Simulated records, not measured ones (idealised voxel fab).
Process module in this document: voxel self aligned contacts
Cross-section cut: width 220 nm, square cells of 5 nm.
We lay out every cross-section as a grid of square cells and spell it out in bands from the top down, where one band means one or more rows of cells. Look at the band entry: it leads with the top's height and the bottom's height in nm. Then it lists the materials left to right, with a width in nm for each. The word "everywhere" on a single material says that material fills the band edge to edge. The word "empty" is empty space. We count height from 0. Below that, the starting wafer is all one material. The lowest band never ends at the bottom but goes on down; see "0 -> down" for how that is written. Graded width ("30 to 40"): value in top row of band = first number; value in bottom row = second number; row-to-row change constant. Where the words "remains unaltered" appear for a step, the cross-section shows no cell changed by that step; every cell remained as before. Basically, "Cavities, sealed" tells you about the enclosed voids: empty spaces with no open way to the top, 8 cells or bigger, each written width x height at distance, where distance is from the left edge, all in nm. after a step's settings: what the simulator itself notes on the step. A step line may carry the setting "overlay nm", which, for steps involving a mask, states the distance by which the mask lay to the right of its intended position; negative values denote displacement to the left.
Planned step list for the process
1) RECEIVE,material Si
2) OXIDIZE,depth nm 5
3) DIRECTIONAL_DEP,material polySi,thk nm 30
4) DIRECTIONAL_DEP,material SiN,thk nm 25
5) PATTERN,tone cover,mask id GATE,material resist,width nm 30,pitch nm 70,thk nm 15,overlay nm 0
6) DIRECTIONAL_ETCH,etch materials SiN,depth nm 25
7) DIRECTIONAL_ETCH,etch materials polySi,depth nm 30
8) STRIP,etch materials resist
9) CONFORMAL_DEP,material SiN,thk nm 10
10) DIRECTIONAL_ETCH,etch materials SiN,depth nm 10
11) FILL_DEP,material SiO2,thk nm 15
12) CMP,height nm 60
13) PATTERN,tone open,mask id CONTACT,material resist,width nm 50,pitch nm 70,thk nm 15,overlay nm 0
14) DIRECTIONAL_ETCH,etch materials SiO2,depth nm 65
15) STRIP,etch materials resist
16) CONFORMAL_DEP,material TiN,thk nm 5
17) FILL_DEP,material W,thk nm 10
18) CMP,height nm 60
19) CONFORMAL_DEP,material SiN,thk nm 5
The following pertains to the first of two wafers, which was processed as planned
Shown in cross-section is the wafer as received, that is, as it stands after step 1
	0 -> down | Si everywhere
	Cavities, sealed: none
Wafer after step 2 (cross-section)
	0 -> -5 | SiO2 everywhere
	Everything below -5 is unchanged.
Wafer after step 3 (cross-section)
	30 -> 0 | polySi everywhere
	Everything below 0 is unchanged.
Wafer after step 4 (cross-section)
	55 -> 30 | SiN everywhere
	Everything below 30 is unchanged.
Wafer after step 5 (cross-section)
	70 -> 55 | empty: 25, then resist: 30, then empty: 40, then resist: 30, then empty: 40, then resist: 30, then empty: 25
	Everything below 55 is unchanged.
Wafer after step 6 (cross-section)
	70 -> 55 | empty: 25, then resist: 30, then empty: 40, then resist: 30, then empty: 40, then resist: 30, then empty: 25
	55 -> 30 | empty: 25, then SiN: 30, then empty: 40, then SiN: 30, then empty: 40, then SiN: 30, then empty: 25
	Everything below 30 is unchanged.
Wafer after step 7 (cross-section)
	70 -> 55 | empty: 25, then resist: 30, then empty: 40, then resist: 30, then empty: 40, then resist: 30, then empty: 25
	55 -> 30 | empty: 25, then SiN: 30, then empty: 40, then SiN: 30, then empty: 40, then SiN: 30, then empty: 25
	30 -> 0 | empty: 25, then polySi: 30, then empty: 40, then polySi: 30, then empty: 40, then polySi: 30, then empty: 25
	Everything below 0 is unchanged.
Wafer after step 8 (cross-section)
	55 -> 30 | empty: 25, then SiN: 30, then empty: 40, then SiN: 30, then empty: 40, then SiN: 30, then empty: 25
	Everything below 30 is unchanged.
Wafer after step 9 (cross-section)
	65 -> 30 | empty: 15, then SiN: 50, then empty: 20, then SiN: 50, then empty: 20, then SiN: 50, then empty: 15
	30 -> 10 | empty: 15, then SiN: 10, then polySi: 30, then SiN: 10, then empty: 20, then SiN: 10, then polySi: 30, then SiN: 10, then empty: 20, then SiN: 10, then polySi: 30, then SiN: 10, then empty: 15
	10 -> 0 | SiN: 25, then polySi: 30, then SiN: 40, then polySi: 30, then SiN: 40, then polySi: 30, then SiN: 25
	Everything below 0 is unchanged.
Wafer after step 10 (cross-section)
	55 -> 30 | empty: 15, then SiN: 50, then empty: 20, then SiN: 50, then empty: 20, then SiN: 50, then empty: 15
	30 -> 0 | empty: 15, then SiN: 10, then polySi: 30, then SiN: 10, then empty: 20, then SiN: 10, then polySi: 30, then SiN: 10, then empty: 20, then SiN: 10, then polySi: 30, then SiN: 10, then empty: 15
	Everything below 0 is unchanged.
Wafer after step 11 (cross-section)
	70 -> 55 | SiO2 everywhere
	55 -> 30 | SiO2: 15, then SiN: 50, then SiO2: 20, then SiN: 50, then SiO2: 20, then SiN: 50, then SiO2: 15
	30 -> 0 | SiO2: 15, then SiN: 10, then polySi: 30, then SiN: 10, then SiO2: 20, then SiN: 10, then polySi: 30, then SiN: 10, then SiO2: 20, then SiN: 10, then polySi: 30, then SiN: 10, then SiO2: 15
	Everything below 0 is unchanged.
Wafer after step 12 (cross-section)
	60 -> 55 | SiO2 everywhere
	Everything below 55 is unchanged.
Wafer after step 13 (cross-section)
	75 -> 60 | resist: 50, then empty: 50, then resist: 20, then empty: 50, then resist: 50
	Everything below 60 is unchanged.
Wafer after step 14 (cross-section)
	75 -> 60 | resist: 50, then empty: 50, then resist: 20, then empty: 50, then resist: 50
	60 -> 55 | SiO2: 50, then empty: 50, then SiO2: 20, then empty: 50, then SiO2: 50
	55 -> 30 | SiO2: 15, then SiN: 50, then empty: 20, then SiN: 50, then empty: 20, then SiN: 50, then SiO2: 15
	30 -> 0 | SiO2: 15, then SiN: 10, then polySi: 30, then SiN: 10, then empty: 20, then SiN: 10, then polySi: 30, then SiN: 10, then empty: 20, then SiN: 10, then polySi: 30, then SiN: 10, then SiO2: 15
	0 -> -5 | SiO2: 65, then empty: 20, then SiO2: 50, then empty: 20, then SiO2: 65
	Everything below -5 is unchanged.
Wafer after step 15 (cross-section)
	60 -> 55 | SiO2: 50, then empty: 50, then SiO2: 20, then empty: 50, then SiO2: 50
	Everything below 55 is unchanged.
Wafer after step 16 (cross-section)
	65 -> 60 | TiN: 55, then empty: 40, then TiN: 30, then empty: 40, then TiN: 55
	60 -> 55 | SiO2: 50, then TiN: 20, then empty: 10, then TiN: 20, then SiO2: 20, then TiN: 20, then empty: 10, then TiN: 20, then SiO2: 50
	55 -> 30 | SiO2: 15, then SiN: 50, then TiN: 5, then empty: 10, then TiN: 5, then SiN: 50, then TiN: 5, then empty: 10, then TiN: 5, then SiN: 50, then SiO2: 15
	30 -> 0 | SiO2: 15, then SiN: 10, then polySi: 30, then SiN: 10, then TiN: 5, then empty: 10, then TiN: 5, then SiN: 10, then polySi: 30, then SiN: 10, then TiN: 5, then empty: 10, then TiN: 5, then SiN: 10, then polySi: 30, then SiN: 10, then SiO2: 15
	0 -> -5 | SiO2: 65, then TiN: 20, then SiO2: 50, then TiN: 20, then SiO2: 65
	Everything below -5 is unchanged.
Wafer after step 17 (cross-section)
	75 -> 65 | W everywhere
	65 -> 60 | TiN: 55, then W: 40, then TiN: 30, then W: 40, then TiN: 55
	60 -> 55 | SiO2: 50, then TiN: 20, then W: 10, then TiN: 20, then SiO2: 20, then TiN: 20, then W: 10, then TiN: 20, then SiO2: 50
	55 -> 30 | SiO2: 15, then SiN: 50, then TiN: 5, then W: 10, then TiN: 5, then SiN: 50, then TiN: 5, then W: 10, then TiN: 5, then SiN: 50, then SiO2: 15
	30 -> 0 | SiO2: 15, then SiN: 10, then polySi: 30, then SiN: 10, then TiN: 5, then W: 10, then TiN: 5, then SiN: 10, then polySi: 30, then SiN: 10, then TiN: 5, then W: 10, then TiN: 5, then SiN: 10, then polySi: 30, then SiN: 10, then SiO2: 15
	Everything below 0 is unchanged.
Wafer after step 18 (cross-section)
	60 -> 55 | SiO2: 50, then TiN: 20, then W: 10, then TiN: 20, then SiO2: 20, then TiN: 20, then W: 10, then TiN: 20, then SiO2: 50
	Everything below 55 is unchanged.
Wafer after step 19 (cross-section)
	65 -> 60 | SiN everywhere
	Everything below 60 is unchanged.
Okay, second wafer. Nothing different at the start, nothing different in the plan, just one mistake somewhere in the running. As far as step 2, counting that step, it's the first wafer all over again
X-section, second wafer, when step 3 was due to finish
	20 -> 0 | polySi everywhere
	Everything below 0 is unchanged.
X-section, second wafer, when step 4 was due to finish
	45 -> 20 | SiN everywhere
	Everything below 20 is unchanged.
X-section, second wafer, when step 5 was due to finish
	60 -> 45 | empty: 25, then resist: 30, then empty: 40, then resist: 30, then empty: 40, then resist: 30, then empty: 25
	Everything below 45 is unchanged.
X-section, second wafer, when step 6 was due to finish
	60 -> 45 | empty: 25, then resist: 30, then empty: 40, then resist: 30, then empty: 40, then resist: 30, then empty: 25
	45 -> 20 | empty: 25, then SiN: 30, then empty: 40, then SiN: 30, then empty: 40, then SiN: 30, then empty: 25
	Everything below 20 is unchanged.
X-section, second wafer, when step 7 was due to finish
	60 -> 45 | empty: 25, then resist: 30, then empty: 40, then resist: 30, then empty: 40, then resist: 30, then empty: 25
	45 -> 20 | empty: 25, then SiN: 30, then empty: 40, then SiN: 30, then empty: 40, then SiN: 30, then empty: 25
	20 -> 0 | empty: 25, then polySi: 30, then empty: 40, then polySi: 30, then empty: 40, then polySi: 30, then empty: 25
	Everything below 0 is unchanged.
X-section, second wafer, when step 8 was due to finish
	45 -> 20 | empty: 25, then SiN: 30, then empty: 40, then SiN: 30, then empty: 40, then SiN: 30, then empty: 25
	Everything below 20 is unchanged.
X-section, second wafer, when step 9 was due to finish
	55 -> 20 | empty: 15, then SiN: 50, then empty: 20, then SiN: 50, then empty: 20, then SiN: 50, then empty: 15
	20 -> 10 | empty: 15, then SiN: 10, then polySi: 30, then SiN: 10, then empty: 20, then SiN: 10, then polySi: 30, then SiN: 10, then empty: 20, then SiN: 10, then polySi: 30, then SiN: 10, then empty: 15
	10 -> 0 | SiN: 25, then polySi: 30, then SiN: 40, then polySi: 30, then SiN: 40, then polySi: 30, then SiN: 25
	Everything below 0 is unchanged.
X-section, second wafer, when step 10 was due to finish
	45 -> 20 | empty: 15, then SiN: 50, then empty: 20, then SiN: 50, then empty: 20, then SiN: 50, then empty: 15
	20 -> 0 | empty: 15, then SiN: 10, then polySi: 30, then SiN: 10, then empty: 20, then SiN: 10, then polySi: 30, then SiN: 10, then empty: 20, then SiN: 10, then polySi: 30, then SiN: 10, then empty: 15
	Everything below 0 is unchanged.
X-section, second wafer, when step 11 was due to finish
	60 -> 45 | SiO2 everywhere
	45 -> 20 | SiO2: 15, then SiN: 50, then SiO2: 20, then SiN: 50, then SiO2: 20, then SiN: 50, then SiO2: 15
	20 -> 0 | SiO2: 15, then SiN: 10, then polySi: 30, then SiN: 10, then SiO2: 20, then SiN: 10, then polySi: 30, then SiN: 10, then SiO2: 20, then SiN: 10, then polySi: 30, then SiN: 10, then SiO2: 15
	Everything below 0 is unchanged.
X-section, second wafer, when step 12 was due to finish: remains unaltered
X-section, second wafer, when step 13 was due to finish
	75 -> 60 | resist: 50, then empty: 50, then resist: 20, then empty: 50, then resist: 50
	Everything below 60 is unchanged.
X-section, second wafer, when step 14 was due to finish
	75 -> 60 | resist: 50, then empty: 50, then resist: 20, then empty: 50, then resist: 50
	60 -> 45 | SiO2: 50, then empty: 50, then SiO2: 20, then empty: 50, then SiO2: 50
	45 -> 20 | SiO2: 15, then SiN: 50, then empty: 20, then SiN: 50, then empty: 20, then SiN: 50, then SiO2: 15
	20 -> 0 | SiO2: 15, then SiN: 10, then polySi: 30, then SiN: 10, then empty: 20, then SiN: 10, then polySi: 30, then SiN: 10, then empty: 20, then SiN: 10, then polySi: 30, then SiN: 10, then SiO2: 15
	0 -> -5 | SiO2: 65, then empty: 20, then SiO2: 50, then empty: 20, then SiO2: 65
	Everything below -5 is unchanged.
X-section, second wafer, when step 15 was due to finish
	60 -> 45 | SiO2: 50, then empty: 50, then SiO2: 20, then empty: 50, then SiO2: 50
	Everything below 45 is unchanged.
X-section, second wafer, when step 16 was due to finish
	65 -> 60 | TiN: 55, then empty: 40, then TiN: 30, then empty: 40, then TiN: 55
	60 -> 50 | SiO2: 50, then TiN: 5, then empty: 40, then TiN: 5, then SiO2: 20, then TiN: 5, then empty: 40, then TiN: 5, then SiO2: 50
	50 -> 45 | SiO2: 50, then TiN: 20, then empty: 10, then TiN: 20, then SiO2: 20, then TiN: 20, then empty: 10, then TiN: 20, then SiO2: 50
	45 -> 20 | SiO2: 15, then SiN: 50, then TiN: 5, then empty: 10, then TiN: 5, then SiN: 50, then TiN: 5, then empty: 10, then TiN: 5, then SiN: 50, then SiO2: 15
	20 -> 0 | SiO2: 15, then SiN: 10, then polySi: 30, then SiN: 10, then TiN: 5, then empty: 10, then TiN: 5, then SiN: 10, then polySi: 30, then SiN: 10, then TiN: 5, then empty: 10, then TiN: 5, then SiN: 10, then polySi: 30, then SiN: 10, then SiO2: 15
	0 -> -5 | SiO2: 65, then TiN: 20, then SiO2: 50, then TiN: 20, then SiO2: 65
	Everything below -5 is unchanged.
X-section, second wafer, when step 17 was due to finish
	75 -> 65 | W everywhere
	65 -> 60 | TiN: 55, then W: 40, then TiN: 30, then W: 40, then TiN: 55
	60 -> 50 | SiO2: 50, then TiN: 5, then W: 40, then TiN: 5, then SiO2: 20, then TiN: 5, then W: 40, then TiN: 5, then SiO2: 50
	50 -> 45 | SiO2: 50, then TiN: 20, then W: 10, then TiN: 20, then SiO2: 20, then TiN: 20, then W: 10, then TiN: 20, then SiO2: 50
	45 -> 20 | SiO2: 15, then SiN: 50, then TiN: 5, then W: 10, then TiN: 5, then SiN: 50, then TiN: 5, then W: 10, then TiN: 5, then SiN: 50, then SiO2: 15
	20 -> 0 | SiO2: 15, then SiN: 10, then polySi: 30, then SiN: 10, then TiN: 5, then W: 10, then TiN: 5, then SiN: 10, then polySi: 30, then SiN: 10, then TiN: 5, then W: 10, then TiN: 5, then SiN: 10, then polySi: 30, then SiN: 10, then SiO2: 15
	Everything below 0 is unchanged.
X-section, second wafer, when step 18 was due to finish
	60 -> 50 | SiO2: 50, then TiN: 5, then W: 40, then TiN: 5, then SiO2: 20, then TiN: 5, then W: 40, then TiN: 5, then SiO2: 50
	Everything below 50 is unchanged.
X-section, second wafer, when step 19 was due to finish
	65 -> 60 | SiN everywhere
	Everything below 60 is unchanged.
What was the processing mistake? step 3 was run on a setting that differed from the plan, and what really ran there is DIRECTIONAL_DEP,material polySi,thk nm 20
Heads up, by the end the second wafer has more or fewer cells of some materials compared to the first: SiN -24; SiO2 +36; W +24; polySi -36
